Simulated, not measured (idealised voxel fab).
A process module follows: voxel trench capacitor.
For reference, the cross-section in this document is cut, with width 240 nm and square cells of 5 nm.
We lay out every cross-section as a grid of square cells and spell it out in bands from the top down, where one band means one or more rows of cells. Per band: top height and bottom height in nm, followed by the left-to-right materials and their widths in nm; "all across" marks a single material spanning edge to edge, "empty" marks empty space. The level at which height equals 0 is the one under which the wafer, as it arrives, is entirely one material. No lower edge exists for the bottom band, which continues downward and is notated as in "0..down". Graded width ("30..40"): value in top row of band = first number; value in bottom row = second number; row-to-row change constant. When a step is marked "all unchanged", none of the cells in the cross-section changed during that step. Basically, "Enclosed void catalog" tells you about the enclosed voids: empty spaces with no open way to the top, 8 cells or bigger, each written width x height at distance, where distance is from the left edge, all in nm. Post-settings text on a step line: simulator's own remark regarding the step. Steps that use a mask can have "overlay nm" on their line. It says how far the mask sat to the right of where it was meant to be. Negative means to the left.
So here's the lineup of process steps we planned
1,RECEIVE,material Si
2,CONFORMAL_DEP,material SiN,thk nm 10
3,MASKED_ETCH,tone open,mask id TRENCH,width nm 30,pitch nm 60,etch materials SiN,depth nm 10,overlay nm -15
4,MASKED_ETCH,tone open,mask id TRENCH,width nm 30,pitch nm 60,etch materials Si,depth nm 30,overlay nm 0
5,CONFORMAL_DEP,material Al2O3,thk nm 5
6,CONFORMAL_DEP,material TiN,thk nm 5
7,FILL_DEP,material W,thk nm 10
8,CMP,height nm 10
Heads up: all these wafers start the same, and what changes between them is the overlay nm in step 3. The value you see in the plan is just what the first wafer got.
First wafer of several, as received: cross-section after step 1
    0..down  Si all across
    Enclosed void catalog: none
Tabulated below, wafer by wafer, are the end-of-module results: for each material, the number of cells gained (+) or lost (-) relative to the as-received state, followed by the closed voids
overlay nm -15, +60 Al2O3, -54 Si, +60 SiN, +30 TiN, Enclosed void catalog: none
overlay nm -10, +60 Al2O3, -72 Si, +60 SiN, +48 TiN, Enclosed void catalog: none
overlay nm -5, +60 Al2O3, -90 Si, +60 SiN, +48 TiN, +18 W, Enclosed void catalog: none
overlay nm 0, +60 Al2O3, -108 Si, +60 SiN, +48 TiN, +36 W, Enclosed void catalog: none
overlay nm 5, +60 Al2O3, -90 Si, +60 SiN, +48 TiN, +18 W, Enclosed void catalog: none
overlay nm 10, +60 Al2O3, -72 Si, +60 SiN, +48 TiN, Enclosed void catalog: none
overlay nm 15, +60 Al2O3, -54 Si, +60 SiN, +30 TiN, Enclosed void catalog: none
